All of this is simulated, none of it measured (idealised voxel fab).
process module | voxel self aligned contacts
cross-section cut | 280 nm wide | cells 5 nm
A cross-section is a grid of square cells, given in bands from the top down. A band is one or more rows of cells.
Each band's line starts with the height of the band's top and of its bottom, in nm. Then come its materials from left to right, each with its width in nm. One material with "throughout" fills the band from edge to edge. "air" is empty space.
Height 0 is the level under which the wafer as received is all one material. The lowest band goes on downwards, as in "0 down".
A width such as "30 to 40" changes by the same amount from each row of cells to the next, from the band's top row to its bottom row.
"no change" after a step means that no cell of the cross-section changed.
closed voids: empty space of 8 cells or more with no open way to the top, each as width x height at its distance from the left edge, in nm
after a step's settings: what the simulator itself notes on the step
overlay nm, on a step with a mask: how far to the right of its planned place the mask lay; to the left if negative
plan
1 op RECEIVE | material Si
2 op CONFORMAL_DEP | material SiO2 | thk nm 5
3 op DIRECTIONAL_DEP | material polySi | thk nm 30
4 op DIRECTIONAL_DEP | material SiN | thk nm 15
5 op MASKED_ETCH | tone cover | mask id GATE | width nm 25 | pitch nm 60 | etch materials SiN | depth nm 15 | overlay nm 0
6 op MASKED_ETCH | tone cover | mask id GATE | width nm 25 | pitch nm 60 | etch materials polySi | depth nm 30 | overlay nm 0
7 op CONFORMAL_DEP | material SiN | thk nm 5
8 op DIRECTIONAL_ETCH | etch materials SiN | depth nm 5
9 op FILL_DEP | material SiO2 | thk nm 20
10 op CMP | height nm 60
11 op PATTERN | tone open | mask id CONTACT | material resist | width nm 45 | thk nm 15 | overlay nm 0
12 op DIRECTIONAL_ETCH | etch materials SiO2 | depth nm 60
13 op STRIP | etch materials resist
14 op CONFORMAL_DEP | material TiN | thk nm 5
15 op FILL_DEP | material Ru | thk nm 5
16 op CMP | height nm 60
17 op CONFORMAL_DEP | material SiN | thk nm 5
first wafer, as planned
as received, after step 1
  0 down: Si throughout
  closed voids: none
after step 2
  5 to 0: SiO2 throughout
  below 0: unchanged
after step 3
  35 to 5: polySi throughout
  below 5: unchanged
after step 4
  50 to 35: SiN throughout
  below 35: unchanged
after step 5
  50 to 35: air 95 | SiN 25 | air 35 | SiN 25 | air 100
  below 35: unchanged
after step 6
  50 to 35: air 95 | SiN 25 | air 35 | SiN 25 | air 100
  35 to 5: air 95 | polySi 25 | air 35 | polySi 25 | air 100
  below 5: unchanged
after step 7
  55 to 35: air 90 | SiN 35 | air 25 | SiN 35 | air 95
  35 to 10: air 90 | SiN 5 | polySi 25 | SiN 5 | air 25 | SiN 5 | polySi 25 | SiN 5 | air 95
  10 to 5: SiN 95 | polySi 25 | SiN 35 | polySi 25 | SiN 100
  below 5: unchanged
after step 8
  50 to 35: air 90 | SiN 35 | air 25 | SiN 35 | air 95
  35 to 5: air 90 | SiN 5 | polySi 25 | SiN 5 | air 25 | SiN 5 | polySi 25 | SiN 5 | air 95
  below 5: unchanged
after step 9
  70 to 50: SiO2 throughout
  50 to 35: SiO2 90 | SiN 35 | SiO2 25 | SiN 35 | SiO2 95
  35 to 5: SiO2 90 | SiN 5 | polySi 25 | SiN 5 | SiO2 25 | SiN 5 | polySi 25 | SiN 5 | SiO2 95
  below 5: unchanged
after step 10
  60 to 50: SiO2 throughout
  below 50: unchanged
after step 11
  75 to 60: resist 115 | air 45 | resist 120
  below 60: unchanged
after step 12
  75 to 60: resist 115 | air 45 | resist 120
  60 to 50: SiO2 115 | air 45 | SiO2 120
  50 to 35: SiO2 90 | SiN 35 | air 25 | SiN 35 | SiO2 95
  35 to 5: SiO2 90 | SiN 5 | polySi 25 | SiN 5 | air 25 | SiN 5 | polySi 25 | SiN 5 | SiO2 95
  5 to 0: SiO2 125 | air 25 | SiO2 130
  below 0: unchanged
after step 13
  60 to 50: SiO2 115 | air 45 | SiO2 120
  below 50: unchanged
after step 14
  65 to 60: TiN 120 | air 35 | TiN 125
  60 to 50: SiO2 115 | TiN 5 to 15 | air 35 to 15 | TiN 5 to 15 | SiO2 120
  50 to 35: SiO2 90 | SiN 35 | TiN 5 | air 15 | TiN 5 | SiN 35 | SiO2 95
  35 to 5: SiO2 90 | SiN 5 | polySi 25 | SiN 5 | TiN 5 | air 15 | TiN 5 | SiN 5 | polySi 25 | SiN 5 | SiO2 95
  5 to 0: SiO2 125 | TiN 25 | SiO2 130
  below 0: unchanged
after step 15
  70 to 65: Ru throughout
  65 to 60: TiN 120 | Ru 35 | TiN 125
  60 to 50: SiO2 115 | TiN 5 to 15 | Ru 35 to 15 | TiN 5 to 15 | SiO2 120
  50 to 35: SiO2 90 | SiN 35 | TiN 5 | Ru 15 | TiN 5 | SiN 35 | SiO2 95
  35 to 5: SiO2 90 | SiN 5 | polySi 25 | SiN 5 | TiN 5 | Ru 15 | TiN 5 | SiN 5 | polySi 25 | SiN 5 | SiO2 95
  below 5: unchanged
after step 16
  60 to 50: SiO2 115 | TiN 5 to 15 | Ru 35 to 15 | TiN 5 to 15 | SiO2 120
  below 50: unchanged
after step 17
  65 to 60: SiN throughout
  below 60: unchanged
second wafer: like start, like plan, one mistake. Through step 13 it matches the first wafer
when step 14 should have ended
  65 to 55: SiO2 120 | air 35 | SiO2 125
  55 to 50: SiO2 130 | air 15 | SiO2 135
  50 to 35: SiO2 90 | SiN 35 | SiO2 5 | air 15 | SiO2 5 | SiN 35 | SiO2 95
  35 to 5: SiO2 90 | SiN 5 | polySi 25 | SiN 5 | SiO2 5 | air 15 | SiO2 5 | SiN 5 | polySi 25 | SiN 5 | SiO2 95
  5 to 0: SiO2 throughout
  below 0: unchanged
when step 15 should have ended
  70 to 65: Ru throughout
  65 to 55: SiO2 120 | Ru 35 | SiO2 125
  55 to 50: SiO2 130 | Ru 15 | SiO2 135
  50 to 35: SiO2 90 | SiN 35 | SiO2 5 | Ru 15 | SiO2 5 | SiN 35 | SiO2 95
  35 to 5: SiO2 90 | SiN 5 | polySi 25 | SiN 5 | SiO2 5 | Ru 15 | SiO2 5 | SiN 5 | polySi 25 | SiN 5 | SiO2 95
  below 5: unchanged
when step 16 should have ended
  60 to 50: SiO2 120 to 130 | Ru 35 to 15 | SiO2 125 to 135
  below 50: unchanged
when step 17 should have ended
  65 to 60: SiN throughout
  below 60: unchanged
what went wrong: step 14 ran as: op CONFORMAL_DEP | material SiO2 | thk nm 5
at the end the second wafer has, in cells: 31 more of SiO2 | 31 fewer of TiN
